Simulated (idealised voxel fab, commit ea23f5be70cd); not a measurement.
This is a process module. Its name is voxel plated lines.
In the cross-section labelled cut, the width is 220 nm and each square cell is 5 nm.
Cross-section format: a grid of square cells, given as bands from top to bottom; each band is one or more rows of cells.
Top height, bottom height, nm. Materials left to right, width each, nm. Single material + "edge to edge" = fills band edge to edge. "empty" = empty.
For the purposes of this specification, 0 denotes the height below which the wafer in its as-received condition is composed wholly of one material, and the lowermost band, lacking a lower limit, extends downward without end, as expressed in "0 and below".
A width given as "30..40" starts at the first number in the band's top row and ends at the second number in its bottom row, shifting by an equal amount at every step from row to row.
When a step is marked "no modification", none of the cells in the cross-section changed during that step.
So "Non-vented voids" is basically the list of trapped voids: any empty space of 8 cells or more that can't reach the top through an opening. They're written width x height at distance, the distance being from the left edge, and it's all nm.
Post-settings text on a step line: simulator's own remark regarding the step.
"overlay nm" denotes, for a step that has a mask, the displacement of the mask to the right of its planned place, with negative values corresponding to the left.

-- The process steps that were planned are listed below
1 RECEIVE (material Si)
2 CONFORMAL_DEP (material Al2O3; thk nm 15)
3 DIRECTIONAL_DEP (material TiN; thk nm 5)
4 PATTERN (tone open; mask id LINES; material resist; width nm 15; pitch nm 30; thk nm 40; overlay nm 0)
5 EPI (material Ru; thk nm 5)
6 EPI (material Ru; thk nm 10)
7 EPI (material Ru; thk nm 5)
8 STRIP (etch materials resist)
9 DIRECTIONAL_ETCH (etch materials TiN; depth nm 5)
10 CONFORMAL_DEP (material SiCN; thk nm 5)

-- first wafer, as planned

-- Wafer as received: cross-section following step 1
> 0 and below = Si edge to edge
> Non-vented voids: none

-- After step 2, in cross-section
> 15 down to 0 = Al2O3 edge to edge
> Rest of section, below 0: as before.

-- After step 3, in cross-section
> 20 down to 15 = TiN edge to edge
> Rest of section, below 15: as before.

-- After step 4, in cross-section
> 60 down to 20 = resist: 70 / empty: 15 / resist: 15 / empty: 15 / resist: 15 / empty: 15 / resist: 75
> Rest of section, below 20: as before.

-- After step 5, in cross-section
> 60 down to 25 = resist: 70 / empty: 15 / resist: 15 / empty: 15 / resist: 15 / empty: 15 / resist: 75
> 25 down to 20 = resist: 70 / Ru: 15 / resist: 15 / Ru: 15 / resist: 15 / Ru: 15 / resist: 75
> Rest of section, below 20: as before.

-- After step 6, in cross-section
> 60 down to 35 = resist: 70 / empty: 15 / resist: 15 / empty: 15 / resist: 15 / empty: 15 / resist: 75
> 35 down to 20 = resist: 70 / Ru: 15 / resist: 15 / Ru: 15 / resist: 15 / Ru: 15 / resist: 75
> Rest of section, below 20: as before.

-- After step 7, in cross-section
> 60 down to 40 = resist: 70 / empty: 15 / resist: 15 / empty: 15 / resist: 15 / empty: 15 / resist: 75
> 40 down to 20 = resist: 70 / Ru: 15 / resist: 15 / Ru: 15 / resist: 15 / Ru: 15 / resist: 75
> Rest of section, below 20: as before.

-- After step 8, in cross-section
> 40 down to 20 = empty: 70 / Ru: 15 / empty: 15 / Ru: 15 / empty: 15 / Ru: 15 / empty: 75
> Rest of section, below 20: as before.

-- After step 9, in cross-section
> 40 down to 20 = empty: 70 / Ru: 15 / empty: 15 / Ru: 15 / empty: 15 / Ru: 15 / empty: 75
> 20 down to 15 = empty: 70 / TiN: 15 / empty: 15 / TiN: 15 / empty: 15 / TiN: 15 / empty: 75
> Rest of section, below 15: as before.

-- After step 10, in cross-section
> 45 down to 40 = empty: 65 / SiCN: 25 / empty: 5 / SiCN: 25 / empty: 5 / SiCN: 25 / empty: 70
> 40 down to 20 = empty: 65 / SiCN: 5 / Ru: 15 / SiCN: 5 / empty: 5 / SiCN: 5 / Ru: 15 / SiCN: 5 / empty: 5 / SiCN: 5 / Ru: 15 / SiCN: 5 / empty: 70
> 20 down to 15 = SiCN: 70 / TiN: 15 / SiCN: 15 / TiN: 15 / SiCN: 15 / TiN: 15 / SiCN: 75
> Rest of section, below 15: as before.

-- Second wafer - shared start and plan with the first - one error in running - same as the first up to step 3 inclusive

-- Cross-section of the second wafer at the time by which step 4 should have been completed according to the plan
> 60 down to 20 = resist: 80 / empty: 15 / resist: 15 / empty: 15 / resist: 15 / empty: 15 / resist: 65
> Rest of section, below 20: as before.

-- Cross-section of the second wafer at the time by which step 5 should have been completed according to the plan
> 60 down to 25 = resist: 80 / empty: 15 / resist: 15 / empty: 15 / resist: 15 / empty: 15 / resist: 65
> 25 down to 20 = resist: 80 / Ru: 15 / resist: 15 / Ru: 15 / resist: 15 / Ru: 15 / resist: 65
> Rest of section, below 20: as before.

-- Cross-section of the second wafer at the time by which step 6 should have been completed according to the plan
> 60 down to 35 = resist: 80 / empty: 15 / resist: 15 / empty: 15 / resist: 15 / empty: 15 / resist: 65
> 35 down to 20 = resist: 80 / Ru: 15 / resist: 15 / Ru: 15 / resist: 15 / Ru: 15 / resist: 65
> Rest of section, below 20: as before.

-- Cross-section of the second wafer at the time by which step 7 should have been completed according to the plan
> 60 down to 40 = resist: 80 / empty: 15 / resist: 15 / empty: 15 / resist: 15 / empty: 15 / resist: 65
> 40 down to 20 = resist: 80 / Ru: 15 / resist: 15 / Ru: 15 / resist: 15 / Ru: 15 / resist: 65
> Rest of section, below 20: as before.

-- Cross-section of the second wafer at the time by which step 8 should have been completed according to the plan
> 40 down to 20 = empty: 80 / Ru: 15 / empty: 15 / Ru: 15 / empty: 15 / Ru: 15 / empty: 65
> Rest of section, below 20: as before.

-- Cross-section of the second wafer at the time by which step 9 should have been completed according to the plan
> 40 down to 20 = empty: 80 / Ru: 15 / empty: 15 / Ru: 15 / empty: 15 / Ru: 15 / empty: 65
> 20 down to 15 = empty: 80 / TiN: 15 / empty: 15 / TiN: 15 / empty: 15 / TiN: 15 / empty: 65
> Rest of section, below 15: as before.

-- Cross-section of the second wafer at the time by which step 10 should have been completed according to the plan
> 45 down to 40 = empty: 75 / SiCN: 25 / empty: 5 / SiCN: 25 / empty: 5 / SiCN: 25 / empty: 60
> 40 down to 20 = empty: 75 / SiCN: 5 / Ru: 15 / SiCN: 5 / empty: 5 / SiCN: 5 / Ru: 15 / SiCN: 5 / empty: 5 / SiCN: 5 / Ru: 15 / SiCN: 5 / empty: 60
> 20 down to 15 = SiCN: 80 / TiN: 15 / SiCN: 15 / TiN: 15 / SiCN: 15 / TiN: 15 / SiCN: 65
> Rest of section, below 15: as before.
Where did the run depart from the plan? not per plan at step 4, really ran PATTERN (tone open; mask id LINES; material resist; width nm 15; pitch nm 30; thk nm 40; overlay nm 10)
If you tally the cells, the second wafer ends up with the same amount of every material as the first; it's all just sitting in different places.
